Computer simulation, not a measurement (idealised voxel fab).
process module | voxel spacer lines
cross-section cut | 155 nm wide | cells 5 nm
A cross-section is a grid of square cells, given in bands from the top down. A band is one or more rows of cells.
Each band's line starts with the height of the band's top and of its bottom, in nm. Then come its materials from left to right, each with its width in nm. One material with "throughout" fills the band from edge to edge. "air" is empty space.
Height 0 is the level under which the wafer as received is all one material. The lowest band goes on downwards, as in "0 down".
A width such as "30 to 40" changes by the same amount from each row of cells to the next, from the band's top row to its bottom row.
"no change" after a step means that no cell of the cross-section changed.
closed voids: empty space of 8 cells or more with no open way to the top, each as width x height at its distance from the left edge, in nm
after a step's settings: what the simulator itself notes on the step
overlay nm, on a step with a mask: how far to the right of its planned place the mask lay; to the left if negative
plan
1 op RECEIVE | material Si
2 op CONFORMAL_DEP | material Al2O3 | thk nm 5
3 op DIRECTIONAL_DEP | material SiN | thk nm 10
4 op DIRECTIONAL_DEP | material polySi | thk nm 20
5 op PATTERN | tone cover | mask id MANDREL | material resist | width nm 25 | pitch nm 70 | thk nm 25 | overlay nm -15
6 op DIRECTIONAL_ETCH | etch materials polySi | depth nm 20
7 op STRIP | etch materials resist
8 op CONFORMAL_DEP | material SiO2 | thk nm 10
9 op DIRECTIONAL_ETCH | etch materials SiO2 | depth nm 10
10 op STRIP | etch materials polySi
11 op DIRECTIONAL_ETCH | etch materials SiN | depth nm 10
12 op STRIP | etch materials SiO2
varied across the wafers: overlay nm of step 5. The plan shows the first wafer's value. All wafers start alike
first wafer as received, after step 1
  0 down: Si throughout
  closed voids: none
each wafer at the end: cells of each material gained (+) or lost (-) since it was received, then its closed voids
overlay nm -15 | +31 Al2O3 | +16 SiN | closed voids: none
overlay nm -10 | +31 Al2O3 | +16 SiN | closed voids: none
overlay nm -5 | +31 Al2O3 | +16 SiN | closed voids: none
overlay nm 0 | +31 Al2O3 | +16 SiN | closed voids: none
overlay nm 5 | +31 Al2O3 | +16 SiN | closed voids: none
overlay nm 10 | +31 Al2O3 | +16 SiN | closed voids: none
overlay nm 15 | +31 Al2O3 | +16 SiN | closed voids: none
